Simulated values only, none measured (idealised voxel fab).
Name of the process module below: voxel tone inversion
Square cells of 5 nm make up the cross-section cut, whose width is 240 nm.
Cross-section, as written here: a square-cell grid given band by band from the top down, where a band holds one or more rows of cells.
Top, bottom (nm), then materials left to right with widths (nm); lone material tagged "edge to edge" fills the whole band edge to edge; "air" = empty space.
Beneath 0, the wafer as received is one material, and that level is where height counting begins. The lowest band goes on downward without a bottom; it is written like "top 0, no bottom".
With a width like "30 to 40", each row of cells in the band differs from the next by the same amount, the top row carrying the first number and the bottom row the second.
"no change" means the step left every cell of the cross-section as it was.
"Fully closed voids" specifies each empty space that is not open to the top and that occupies no fewer than 8 cells, using the form width x height at distance, the distance measured from the left edge and all three quantities in nm.
That trailing text on a step's line, after the settings, is the simulator's own remark on the step.
"overlay nm" on a masked step: distance the mask lay right of its planned place, negative for left.

PROCESS STEPS FORESEEN IN THE PLAN
1: RECEIVE (material Si)
2: CONFORMAL_DEP (material SiN; thk nm 5)
3: DIRECTIONAL_DEP (material polySi; thk nm 20)
4: PATTERN (tone cover; mask id POSTS; material resist; width nm 15; pitch nm 45; thk nm 25; overlay nm 0)
5: DIRECTIONAL_ETCH (etch materials polySi; depth nm 20)
6: STRIP (etch materials resist)
7: FILL_DEP (material lowk; thk nm 10)
8: CMP (height nm 25)
9: STRIP (etch materials polySi)
10: CONFORMAL_DEP (material TiN; thk nm 5)
11: FILL_DEP (material Cu; thk nm 10)
12: CMP (height nm 25)
13: CONFORMAL_DEP (material SiCN; thk nm 5)

FIRST OF TWO WAFERS: RUN AS PLANNED

CROSS-SECTIONAL VIEW OF THE WAFER IN ITS AS-RECEIVED CONDITION, CORRESPONDING TO THE STATE AFTER STEP 1
> top 0, no bottom: Si edge to edge
> Fully closed voids: none

THE WAFER IN CROSS-SECTION ONCE STEP 2 IS COMPLETE
> top 5, bottom 0: SiN edge to edge
> Under the height 0 nothing was changed.

THE WAFER IN CROSS-SECTION ONCE STEP 3 IS COMPLETE
> top 25, bottom 5: polySi edge to edge
> Under the height 5 nothing was changed.

THE WAFER IN CROSS-SECTION ONCE STEP 4 IS COMPLETE
> top 50, bottom 25: air: 45; resist: 15; air: 30; resist: 15; air: 30; resist: 15; air: 30; resist: 15; air: 45
> Under the height 25 nothing was changed.

THE WAFER IN CROSS-SECTION ONCE STEP 5 IS COMPLETE
> top 50, bottom 25: air: 45; resist: 15; air: 30; resist: 15; air: 30; resist: 15; air: 30; resist: 15; air: 45
> top 25, bottom 5: air: 45; polySi: 15; air: 30; polySi: 15; air: 30; polySi: 15; air: 30; polySi: 15; air: 45
> Under the height 5 nothing was changed.

THE WAFER IN CROSS-SECTION ONCE STEP 6 IS COMPLETE
> top 25, bottom 5: air: 45; polySi: 15; air: 30; polySi: 15; air: 30; polySi: 15; air: 30; polySi: 15; air: 45
> Under the height 5 nothing was changed.

THE WAFER IN CROSS-SECTION ONCE STEP 7 IS COMPLETE
> top 35, bottom 25: lowk edge to edge
> top 25, bottom 5: lowk: 45; polySi: 15; lowk: 30; polySi: 15; lowk: 30; polySi: 15; lowk: 30; polySi: 15; lowk: 45
> Under the height 5 nothing was changed.

THE WAFER IN CROSS-SECTION ONCE STEP 8 IS COMPLETE
> top 25, bottom 5: lowk: 45; polySi: 15; lowk: 30; polySi: 15; lowk: 30; polySi: 15; lowk: 30; polySi: 15; lowk: 45
> Under the height 5 nothing was changed.

THE WAFER IN CROSS-SECTION ONCE STEP 9 IS COMPLETE
> top 25, bottom 5: lowk: 45; air: 15; lowk: 30; air: 15; lowk: 30; air: 15; lowk: 30; air: 15; lowk: 45
> Under the height 5 nothing was changed.

THE WAFER IN CROSS-SECTION ONCE STEP 10 IS COMPLETE
> top 30, bottom 25: TiN: 50; air: 5; TiN: 40; air: 5; TiN: 40; air: 5; TiN: 40; air: 5; TiN: 50
> top 25, bottom 10: lowk: 45; TiN: 5; air: 5; TiN: 5; lowk: 30; TiN: 5; air: 5; TiN: 5; lowk: 30; TiN: 5; air: 5; TiN: 5; lowk: 30; TiN: 5; air: 5; TiN: 5; lowk: 45
> top 10, bottom 5: lowk: 45; TiN: 15; lowk: 30; TiN: 15; lowk: 30; TiN: 15; lowk: 30; TiN: 15; lowk: 45
> Under the height 5 nothing was changed.

THE WAFER IN CROSS-SECTION ONCE STEP 11 IS COMPLETE
> top 40, bottom 30: Cu edge to edge
> top 30, bottom 25: TiN: 50; Cu: 5; TiN: 40; Cu: 5; TiN: 40; Cu: 5; TiN: 40; Cu: 5; TiN: 50
> top 25, bottom 10: lowk: 45; TiN: 5; Cu: 5; TiN: 5; lowk: 30; TiN: 5; Cu: 5; TiN: 5; lowk: 30; TiN: 5; Cu: 5; TiN: 5; lowk: 30; TiN: 5; Cu: 5; TiN: 5; lowk: 45
> Under the height 10 nothing was changed.

THE WAFER IN CROSS-SECTION ONCE STEP 12 IS COMPLETE
> top 25, bottom 10: lowk: 45; TiN: 5; Cu: 5; TiN: 5; lowk: 30; TiN: 5; Cu: 5; TiN: 5; lowk: 30; TiN: 5; Cu: 5; TiN: 5; lowk: 30; TiN: 5; Cu: 5; TiN: 5; lowk: 45
> Under the height 10 nothing was changed.

THE WAFER IN CROSS-SECTION ONCE STEP 13 IS COMPLETE
> top 30, bottom 25: SiCN edge to edge
> Under the height 25 nothing was changed.

SECOND WAFER: LIKE START, LIKE PLAN, ONE MISTAKE. THROUGH STEP 11 IT MATCHES THE FIRST WAFER

Cross-sectional view of the second wafer at the intended end time of process step 12: no change

CROSS-SECTIONAL VIEW OF THE SECOND WAFER AT THE INTENDED END TIME OF PROCESS STEP 13
> top 45, bottom 40: SiCN edge to edge
> Under the height 40 nothing was changed.
Against the plan, the run slipped here: step 12 was dropped from the plan's execution and never run
Heads up, by the end the second wafer has more or fewer cells of some materials compared to the first: Cu: 100 more, TiN: 44 more
